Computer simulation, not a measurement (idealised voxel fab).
Name of the process module below: voxel lift off
Xsec cut, 285 nm wide, square cell size 5 nm.
Format of a cross-section: grid, square cells. Given as bands. Order: top down. Band: one or more rows of cells. Quick guide to a band line: top height, bottom height (nm) up front; then every material left to right with its width in nm. Only one material and it's marked "throughout"? Then it fills the band edge to edge. And "air" just means empty space. It should be noted that heights are counted from 0, beneath which the wafer as supplied is of one material throughout, and that the lowest band possesses no lower boundary but continues downward, as written in "0 nm and below". The expression "30 to 40" gives the width at the extremes of the band, the first number at its top row of cells and the second at its bottom row, with the width changing by equal amounts from each row to the next in between. Where a step carries "everything unchanged", the cross-section came out of it unchanged, cell for cell. The entry titled "Enclosed cavity list" provides the empty spaces that have no open way to the top, restricted to those of 8 cells or more. Each is presented as width x height at distance, the distance being measured from the left edge, with all three in nm. What comes after the settings on a step's line is commentary from the simulator itself on that step. The setting "overlay nm" may be written on the line of a step. When the step uses a mask, the value reports how far to the right of the planned place the mask lay, and a negative value reports that it lay to the left.
## Process steps - plan
1. RECEIVE | material Si
2. CONFORMAL_DEP | material Al2O3 | thk nm 5
3. PATTERN | tone open | mask id LINES | material resist | width nm 15 | pitch nm 40 | thk nm 25 | overlay nm 0
4. DIRECTIONAL_DEP | material Ru | thk nm 15
5. STRIP | etch materials resist
6. CONFORMAL_DEP | material SiN | thk nm 5
## As received (post step 1): cross-section
- 0 nm and below | Si throughout
- Enclosed cavity list: none
## The plan above was carried out on the starting structure above with one mistake, and this cross-section shows the wafer at the end of the module
- 25 nm to 20 nm | 65 nm air / 35 nm SiN / 5 nm air / 35 nm SiN / 5 nm air / 35 nm SiN / 5 nm air / 35 nm SiN / 65 nm air
- 20 nm to 10 nm | 65 nm air / 5 nm SiN / 25 nm Ru / 5 nm SiN / 5 nm air / 5 nm SiN / 25 nm Ru / 5 nm SiN / 5 nm air / 5 nm SiN / 25 nm Ru / 5 nm SiN / 5 nm air / 5 nm SiN / 25 nm Ru / 5 nm SiN / 65 nm air
- 10 nm to 5 nm | 70 nm SiN / 25 nm Ru / 15 nm SiN / 25 nm Ru / 15 nm SiN / 25 nm Ru / 15 nm SiN / 25 nm Ru / 70 nm SiN
- 5 nm to 0 nm | Al2O3 throughout
- 0 nm and below | Si throughout
- Enclosed cavity list: none
what went wrong: step 3 was not run as planned; what actually ran was PATTERN | tone open | mask id LINES | material resist | width nm 25 | pitch nm 40 | thk nm 25 | overlay nm 0
